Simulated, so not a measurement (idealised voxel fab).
process module | voxel wiring stack
cross-section cut | 230 nm wide | cells 5 nm
A cross-section is a grid of square cells, given in bands from the top down. A band is one or more rows of cells.
Each band's line starts with the height of the band's top and of its bottom, in nm. Then come its materials from left to right, each with its width in nm. One material with "throughout" fills the band from edge to edge. "air" is empty space.
Height 0 is the level under which the wafer as received is all one material. The lowest band goes on downwards, as in "0 down".
A width such as "30 to 40" changes by the same amount from each row of cells to the next, from the band's top row to its bottom row.
"no change" after a step means that no cell of the cross-section changed.
closed voids: empty space of 8 cells or more with no open way to the top, each as width x height at its distance from the left edge, in nm
after a step's settings: what the simulator itself notes on the step
overlay nm, on a step with a mask: how far to the right of its planned place the mask lay; to the left if negative
plan
1 op RECEIVE | material Si
2 op CONFORMAL_DEP | material SiO2 | thk nm 10
3 op DIRECTIONAL_DEP | material TiN | thk nm 5
4 op DIRECTIONAL_DEP | material W | thk nm 25
5 op MASKED_ETCH | tone cover | mask id METAL_1 | width nm 25 | pitch nm 40 | etch materials W | depth nm 25 | overlay nm 0
6 op MASKED_ETCH | tone cover | mask id METAL_1 | width nm 25 | pitch nm 40 | etch materials TiN | depth nm 5 | overlay nm 0
7 op CONFORMAL_DEP | material SiCN | thk nm 5
8 op FILL_DEP | material lowk | thk nm 10
9 op CMP | height nm 40
10 op CONFORMAL_DEP | material SiCN | thk nm 5
11 op DIRECTIONAL_DEP | material SiO2 | thk nm 10
12 op PATTERN | tone open | mask id PLUG_1 | material resist | width nm 15 | thk nm 20 | overlay nm 0
13 op DIRECTIONAL_ETCH | etch materials SiO2 | depth nm 10
14 op DIRECTIONAL_ETCH | etch materials SiCN | depth nm 5
15 op STRIP | etch materials resist
16 op CONFORMAL_DEP | material TiN | thk nm 5
17 op FILL_DEP | material Ru | thk nm 5
18 op CMP | height nm 55
19 op CONFORMAL_DEP | material SiCN | thk nm 5
20 op DIRECTIONAL_DEP | material lowk | thk nm 25
21 op MASKED_ETCH | tone open | mask id METAL_2 | width nm 25 | pitch nm 40 | etch materials lowk | depth nm 25 | overlay nm 0
22 op MASKED_ETCH | tone open | mask id METAL_2 | width nm 25 | pitch nm 40 | etch materials SiCN | depth nm 5 | overlay nm 0
23 op CONFORMAL_DEP | material TiN | thk nm 5
24 op FILL_DEP | material Cu | thk nm 5
25 op CMP | height nm 85
26 op CONFORMAL_DEP | material SiCN | thk nm 5
27 op DIRECTIONAL_DEP | material lowk | thk nm 10
28 op MASKED_ETCH | tone open | mask id PLUG_2 | width nm 15 | etch materials lowk | depth nm 10 | overlay nm 0
29 op MASKED_ETCH | tone open | mask id PLUG_2 | width nm 15 | etch materials SiCN | depth nm 5 | overlay nm 0
30 op CONFORMAL_DEP | material TiN | thk nm 5
31 op FILL_DEP | material Cu | thk nm 5
32 op CMP | height nm 100
33 op DIRECTIONAL_DEP | material TiN | thk nm 5
34 op DIRECTIONAL_DEP | material W | thk nm 25
35 op DIRECTIONAL_DEP | material aC | thk nm 10
36 op PATTERN | tone cover | mask id METAL_3 | material resist | width nm 25 | pitch nm 40 | thk nm 25 | overlay nm 0
37 op DIRECTIONAL_ETCH | etch materials aC | depth nm 10
38 op STRIP | etch materials resist
39 op DIRECTIONAL_ETCH | etch materials W | depth nm 25
40 op DIRECTIONAL_ETCH | etch materials TiN | depth nm 5
41 op STRIP | etch materials aC
42 op FILL_DEP | material lowk | thk nm 10
43 op CMP | height nm 130
44 op CONFORMAL_DEP | material SiCN | thk nm 5
45 op DIRECTIONAL_DEP | material lowk | thk nm 10
46 op MASKED_ETCH | tone open | mask id PLUG_3 | width nm 15 | etch materials lowk | depth nm 10 | overlay nm 0
47 op MASKED_ETCH | tone open | mask id PLUG_3 | width nm 15 | etch materials SiCN | depth nm 5 | overlay nm 0
48 op CONFORMAL_DEP | material TiN | thk nm 5
49 op FILL_DEP | material W | thk nm 10
50 op CMP | height nm 145
51 op CONFORMAL_DEP | material SiN | thk nm 5
52 op DIRECTIONAL_DEP | material SiO2 | thk nm 25
53 op MASKED_ETCH | tone open | mask id METAL_4 | width nm 25 | pitch nm 40 | etch materials SiO2 | depth nm 25 | overlay nm 0
54 op MASKED_ETCH | tone open | mask id METAL_4 | width nm 25 | pitch nm 40 | etch materials SiN | depth nm 5 | overlay nm 0
55 op CONFORMAL_DEP | material TiN | thk nm 5
56 op FILL_DEP | material Ru | thk nm 10
57 op CMP | height nm 175
58 op EPI | material Ru | thk nm 5
59 op FILL_DEP | material SiCN | thk nm 5
as received, after step 1
  0 down: Si throughout
  closed voids: none
a wafer at the end: this start, this plan, one mistake
  185 to 180: SiCN throughout
  180 to 175: SiCN 75 | Ru 35 | SiCN 5 | Ru 35 | SiCN 80
  175 to 150: SiO2 80 | TiN 5 | Ru 15 | TiN 5 | SiO2 15 | TiN 5 | Ru 15 | TiN 5 | SiO2 85
  150 to 145: SiN 80 | TiN 25 | SiN 15 | TiN 25 | SiN 85
  145 to 135: lowk 80 | TiN 5 | W 5 | TiN 5 | lowk 135
  135 to 130: SiCN 80 | TiN 15 | SiCN 135
  130 to 105: lowk 80 | W 25 | lowk 15 | W 25 | lowk 85
  105 to 100: lowk 80 | TiN 25 | lowk 15 | TiN 25 | lowk 85
  100 to 90: lowk 80 | TiN 5 | Cu 5 | TiN 5 | lowk 135
  90 to 85: SiCN 80 | TiN 15 | SiCN 135
  85 to 60: lowk 80 | TiN 5 | Cu 15 | TiN 5 | lowk 15 | TiN 5 | Cu 15 | TiN 5 | lowk 85
  60 to 55: SiCN 80 | TiN 25 | SiCN 15 | TiN 25 | SiCN 85
  55 to 45: lowk throughout
  45 to 40: lowk 75 | SiCN 35 | lowk 5 | SiCN 35 | lowk 80
  40 to 15: lowk 75 | SiCN 5 | W 25 | SiCN 5 | lowk 5 | SiCN 5 | W 25 | SiCN 5 | lowk 80
  15 to 10: SiCN 80 | TiN 25 | SiCN 15 | TiN 25 | SiCN 85
  10 to 0: SiO2 throughout
  0 down: Si throughout
  closed voids: none
what went wrong: step 9 was left out
